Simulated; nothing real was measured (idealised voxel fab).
process module | voxel wiring stack
cross-section cut | 260 nm wide | cells 5 nm
A cross-section is a grid of square cells, given in bands from the top down. A band is one or more rows of cells.
Each band's line starts with the height of the band's top and of its bottom, in nm. Then come its materials from left to right, each with its width in nm. One material with "throughout" fills the band from edge to edge. "air" is empty space.
Height 0 is the level under which the wafer as received is all one material. The lowest band goes on downwards, as in "0 down".
A width such as "30 to 40" changes by the same amount from each row of cells to the next, from the band's top row to its bottom row.
"no change" after a step means that no cell of the cross-section changed.
closed voids: empty space of 8 cells or more with no open way to the top, each as width x height at its distance from the left edge, in nm
after a step's settings: what the simulator itself notes on the step
overlay nm, on a step with a mask: how far to the right of its planned place the mask lay; to the left if negative
plan
1 op RECEIVE | material Si
2 op CONFORMAL_DEP | material SiO2 | thk nm 10
3 op CONFORMAL_DEP | material SiCN | thk nm 5
4 op DIRECTIONAL_DEP | material lowk | thk nm 20
5 op PATTERN | tone open | mask id METAL_1 | material resist | width nm 20 | pitch nm 55 | thk nm 15 | overlay nm 0
6 op DIRECTIONAL_ETCH | etch materials lowk | depth nm 20
7 op DIRECTIONAL_ETCH | etch materials SiCN | depth nm 5
8 op STRIP | etch materials resist
9 op CONFORMAL_DEP | material TiN | thk nm 5
10 op FILL_DEP | material W | thk nm 5
11 op CMP | height nm 35
12 op CONFORMAL_DEP | material SiCN | thk nm 5
13 op DIRECTIONAL_DEP | material SiO2 | thk nm 30
14 op PATTERN | tone open | mask id METAL_2 | material resist | width nm 30 | pitch nm 55 | thk nm 15 | overlay nm 0
15 op DIRECTIONAL_ETCH | etch materials SiO2 | depth nm 15
16 op STRIP | etch materials resist
17 op DIRECTIONAL_DEP | material aC | thk nm 15
18 op PATTERN | tone open | mask id METAL_2_HOLES | material resist | width nm 15 | pitch nm 110 | thk nm 30 | overlay nm 0
19 op DIRECTIONAL_ETCH | etch materials aC | depth nm 15
20 op STRIP | etch materials resist
21 op DIRECTIONAL_ETCH | etch materials SiO2 | depth nm 15
22 op DIRECTIONAL_ETCH | etch materials SiCN | depth nm 5
23 op STRIP | etch materials aC
24 op CONFORMAL_DEP | material TiN | thk nm 5
25 op FILL_DEP | material Ru | thk nm 5
26 op CMP | height nm 70
27 op CONFORMAL_DEP | material SiCN | thk nm 5
varied across the wafers: width nm of step 5. The plan shows the first wafer's value. All wafers start alike
first wafer as received, after step 1
  0 down: Si throughout
  closed voids: none
first wafer at the end, after step 27
  75 to 70: SiCN throughout
  70 to 60: SiO2 60 | TiN 5 | Ru 20 | TiN 5 | SiO2 25 | TiN 5 | Ru 20 | TiN 5 | SiO2 25 | TiN 5 | Ru 20 | TiN 5 | SiO2 60
  60 to 55: SiO2 60 | TiN 5 | Ru 5 | TiN 20 | SiO2 25 | TiN 30 | SiO2 25 | TiN 5 | Ru 5 | TiN 20 | SiO2 60
  55 to 40: SiO2 60 | TiN 5 | Ru 5 | TiN 5 | SiO2 95 | TiN 5 | Ru 5 | TiN 5 | SiO2 75
  40 to 35: SiCN 60 | TiN 15 | SiCN 95 | TiN 15 | SiCN 75
  35 to 15: lowk 65 | TiN 5 | W 10 | TiN 5 | lowk 35 | TiN 5 | W 10 | TiN 5 | lowk 35 | TiN 5 | W 10 | TiN 5 | lowk 65
  15 to 10: SiCN 65 | TiN 20 | SiCN 35 | TiN 20 | SiCN 35 | TiN 20 | SiCN 65
  10 to 0: SiO2 throughout
  0 down: Si throughout
  closed voids: none
last wafer at the end
  75 to 70: SiCN throughout
  70 to 60: SiO2 60 | TiN 5 | Ru 20 | TiN 5 | SiO2 25 | TiN 5 | Ru 20 | TiN 5 | SiO2 25 | TiN 5 | Ru 20 | TiN 5 | SiO2 60
  60 to 55: SiO2 60 | TiN 5 | Ru 5 | TiN 20 | SiO2 25 | TiN 30 | SiO2 25 | TiN 5 | Ru 5 | TiN 20 | SiO2 60
  55 to 40: SiO2 60 | TiN 5 | Ru 5 | TiN 5 | SiO2 95 | TiN 5 | Ru 5 | TiN 5 | SiO2 75
  40 to 35: SiCN 60 | TiN 15 | SiCN 95 | TiN 15 | SiCN 75
  35 to 15: lowk 55 | TiN 5 | W 30 | TiN 5 | lowk 15 | TiN 5 | W 30 | TiN 5 | lowk 15 | TiN 5 | W 30 | TiN 5 | lowk 55
  15 to 10: SiCN 55 | TiN 40 | SiCN 15 | TiN 40 | SiCN 15 | TiN 40 | SiCN 55
  10 to 0: SiO2 throughout
  0 down: Si throughout
  closed voids: none
each wafer at the end: cells of each material gained (+) or lost (-) since it was received, then its closed voids
width nm 20 | +32 Ru | +138 SiCN | +344 SiO2 | +82 TiN | +24 W | +160 lowk | closed voids: none
width nm 25 | +32 Ru | +135 SiCN | +344 SiO2 | +85 TiN | +36 W | +148 lowk | closed voids: none
width nm 30 | +32 Ru | +132 SiCN | +344 SiO2 | +88 TiN | +48 W | +136 lowk | closed voids: none
width nm 35 | +32 Ru | +129 SiCN | +344 SiO2 | +91 TiN | +60 W | +124 lowk | closed voids: none
width nm 40 | +32 Ru | +126 SiCN | +344 SiO2 | +94 TiN | +72 W | +112 lowk | closed voids: none
